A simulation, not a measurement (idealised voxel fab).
Process module name: voxel ribs on slabs
This is section cut - it's 155 nm across, gridded in 5 nm square cells.
Cross-section spec: square-cell grid; bands listed top down; each band is one or more rows. Band: top height; bottom height; in nm. Then, left to right: material with width in nm, for each material. "edge to edge": a single material spanning edge to edge. "blank": empty space. A quick word on heights: they are counted from 0, and under that level the wafer as it came to us is one material throughout. The lowest band is different from the rest in having no bottom; it simply continues downward, written as in "0 nm and below". You'd read "30..40" like this: the band's top row of cells is as wide as the first number, its bottom row is as wide as the second, and going down, every row changes width by the same amount as the row before did. What does "nothing was modified" mean for a step? It means no cell of the cross-section changed in that step. "Unvented cavities" contains a list of empty spaces, each no smaller than 8 cells and without an open way to the top, written in the form width x height at distance with the distance from the left edge and all three in nm. Anything after a step's settings on that line? It's the simulator's own note about the step. overlay nm, on a step with a mask: how far to the right of its planned place the mask lay; to the left if negative.

**Set out below are the planned steps of the process**
1. RECEIVE with material Si
2. DIRECTIONAL_DEP with material SiO2, thk nm 20
3. DIRECTIONAL_DEP with material SiN, thk nm 20
4. MASKED_ETCH with tone cover, mask id RIB, width nm 20, etch materials SiN, depth nm 15, overlay nm 0
5. MASKED_ETCH with tone cover, mask id SLAB, width nm 50, etch materials SiN, depth nm 5, overlay nm 0
6. FILL_DEP with material SiO2, thk nm 25
7. CMP with height nm 65
8. DIRECTIONAL_DEP with material TiN, thk nm 10
9. PATTERN with tone cover, mask id HEATER, material resist, width nm 30, thk nm 20, overlay nm 0
10. DIRECTIONAL_ETCH with etch materials TiN, depth nm 10
11. STRIP with etch materials resist
12. CONFORMAL_DEP with material SiO2, thk nm 10
Wafer-to-wafer difference: thk nm, step 2. Common start. Plan = first wafer's value.

**Cross-section of the first of several wafers as received (after step 1)**
  0 nm and below  Si edge to edge
  Unvented cavities: none

**End-of-module cross-section, first of several wafers, after last step 12**
  85 nm to 75 nm  blank 50, then SiO2 50, then blank 55
  75 nm to 65 nm  SiO2 60, then TiN 30, then SiO2 65
  65 nm to 40 nm  SiO2 edge to edge
  40 nm to 25 nm  SiO2 65, then SiN 20, then SiO2 70
  25 nm to 20 nm  SiO2 50, then SiN 50, then SiO2 55
  20 nm to 0 nm  SiO2 edge to edge
  0 nm and below  Si edge to edge
  Unvented cavities: none

**Module end, final wafer: cross-section**
  85 nm to 75 nm  blank 50, then SiO2 50, then blank 55
  75 nm to 65 nm  SiO2 60, then TiN 30, then SiO2 65
  65 nm to 50 nm  SiO2 65, then SiN 20, then SiO2 70
  50 nm to 45 nm  SiO2 50, then SiN 50, then SiO2 55
  45 nm to 0 nm  SiO2 edge to edge
  0 nm and below  Si edge to edge
  Unvented cavities: none

**Rows = wafers. At module end, each row lists per material the cells gained (+) or lost (-) since the wafer was received, then the closed voids**
thk nm 20, +22 SiN, +451 SiO2, +12 TiN, Unvented cavities: none
thk nm 25, +22 SiN, +451 SiO2, +12 TiN, Unvented cavities: none
thk nm 30, +22 SiN, +451 SiO2, +12 TiN, Unvented cavities: none
thk nm 35, +22 SiN, +451 SiO2, +12 TiN, Unvented cavities: none
thk nm 40, +22 SiN, +451 SiO2, +12 TiN, Unvented cavities: none
thk nm 45, +22 SiN, +451 SiO2, +12 TiN, Unvented cavities: none
